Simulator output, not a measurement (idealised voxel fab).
Herein follows the process module entitled voxel capacitor over wiring.
The cross-section on display is named cut; it measures 245 nm wide, and its cells are 5 nm squares.
Throughout this document, each cross-section is represented as a grid of square cells and is presented as a sequence of bands enumerated from the top downward, where a band comprises one or more rows of cells.
Basically the band line says how high the top is and how high the bottom is, in nm, and then what's in it from left to right, every material with its width in nm. Empty space shows up as "blank", and if a single material carries "edge to edge" it runs the full band edge to edge.
Heights are reckoned from 0. Under this level, the received wafer is all of one material. The bottommost band is open-ended downward, for example "0 nm and below".
Width "30 to 40": first value at the band's top row of cells, second value at its bottom row, equal change from row to row.
Step marked "no modification"? Then no cell in the cross-section changed in it.
"Closed cavity list" contains a list of empty spaces, each no smaller than 8 cells and without an open way to the top, written in the form width x height at distance with the distance from the left edge and all three in nm.
Formally, on a step line, whatever follows the settings is a remark that the simulator itself makes on the step.
overlay nm: on a step with a mask, how far right of its planned place the mask lay; negative means left.
## Set out below are the planned steps of the process
1) RECEIVE, material Si
2) CONFORMAL_DEP, material SiO2, thk nm 15
3) CONFORMAL_DEP, material SiCN, thk nm 5
4) DIRECTIONAL_DEP, material lowk, thk nm 25
5) DIRECTIONAL_DEP, material aC, thk nm 15
6) PATTERN, tone open, mask id METAL_1, material resist, width nm 20, pitch nm 90, thk nm 35, overlay nm 0
7) DIRECTIONAL_ETCH, etch materials aC, depth nm 15
8) STRIP, etch materials resist
9) DIRECTIONAL_ETCH, etch materials lowk, depth nm 25
10) DIRECTIONAL_ETCH, etch materials SiCN, depth nm 5
11) STRIP, etch materials aC
12) CONFORMAL_DEP, material TiN, thk nm 5
13) FILL_DEP, material Cu, thk nm 5
14) CMP, height nm 45
15) EPI, material Ru, thk nm 5
16) FILL_DEP, material SiCN, thk nm 5
17) DIRECTIONAL_DEP, material SiO2, thk nm 20
18) PATTERN, tone open, mask id PLUG_1, material resist, width nm 15, thk nm 20, overlay nm 0
19) DIRECTIONAL_ETCH, etch materials SiO2, depth nm 20
20) DIRECTIONAL_ETCH, etch materials SiCN, depth nm 5
21) STRIP, etch materials resist
22) EPI, material Ru, thk nm 10
23) EPI, material Ru, thk nm 10
24) EPI, material Ru, thk nm 5
25) DIRECTIONAL_DEP, material TiN, thk nm 5
26) DIRECTIONAL_DEP, material Al2O3, thk nm 5
27) DIRECTIONAL_DEP, material TiN, thk nm 5
28) MASKED_ETCH, tone cover, mask id UPPER_PLATE, width nm 75, etch materials TiN, depth nm 5, overlay nm 0
29) MASKED_ETCH, tone cover, mask id UPPER_PLATE, width nm 75, etch materials Al2O3, depth nm 5, overlay nm 0
30) DIRECTIONAL_DEP, material aC, thk nm 15
31) PATTERN, tone cover, mask id LOWER_PLATE, material resist, width nm 85, thk nm 30, overlay nm 0
32) DIRECTIONAL_ETCH, etch materials aC, depth nm 15
33) STRIP, etch materials resist
34) DIRECTIONAL_ETCH, etch materials TiN, depth nm 5
35) STRIP, etch materials aC
36) FILL_DEP, material SiO2, thk nm 20
37) CMP, height nm 105
38) DIRECTIONAL_DEP, material aC, thk nm 15
39) PATTERN, tone open, mask id PLUG_2, material resist, width nm 15, thk nm 35, overlay nm 0
40) DIRECTIONAL_ETCH, etch materials aC, depth nm 15
41) STRIP, etch materials resist
42) DIRECTIONAL_ETCH, etch materials SiO2, depth nm 15
43) STRIP, etch materials aC
44) CONFORMAL_DEP, material TiN, thk nm 5
45) FILL_DEP, material Cu, thk nm 10
46) CMP, height nm 105
47) CONFORMAL_DEP, material SiN, thk nm 5
## Incoming wafer, cross-sectional view, post step 1
    0 nm and below | Si edge to edge
    Closed cavity list: none
## Cross-section, end of module. Start: as above. Plan: as above. Execution: one mistake
    110 nm to 105 nm | SiN edge to edge
    105 nm to 95 nm | SiO2 80 nm  TiN 5 nm  Cu 5 nm  TiN 5 nm  SiO2 150 nm
    95 nm to 85 nm | SiO2 80 to 70 nm  TiN 15 to 75 nm  SiO2 150 to 100 nm
    85 nm to 80 nm | SiO2 70 nm  Al2O3 75 nm  SiO2 100 nm
    80 nm to 75 nm | SiO2 65 nm  TiN 85 nm  SiO2 95 nm
    75 nm to 55 nm | SiO2 70 nm  Ru 15 nm  SiO2 160 nm
    55 nm to 50 nm | SiCN 70 nm  Ru 15 nm  SiCN 160 nm
    50 nm to 45 nm | SiCN 55 nm  Ru 30 nm  SiCN 60 nm  Ru 30 nm  SiCN 70 nm
    45 nm to 20 nm | lowk 60 nm  TiN 5 nm  Cu 10 nm  TiN 5 nm  lowk 70 nm  TiN 5 nm  Cu 10 nm  TiN 5 nm  lowk 75 nm
    20 nm to 15 nm | SiCN 60 nm  TiN 20 nm  SiCN 70 nm  TiN 20 nm  SiCN 75 nm
    15 nm to 0 nm | SiO2 edge to edge
    0 nm and below | Si edge to edge
    Closed cavity list: none
Heads up, the wafer didn't run the way we planned it: contrary to plan, step 6 was performed as PATTERN, tone open, mask id METAL_1, material resist, width nm 20, pitch nm 90, thk nm 35, overlay nm -5
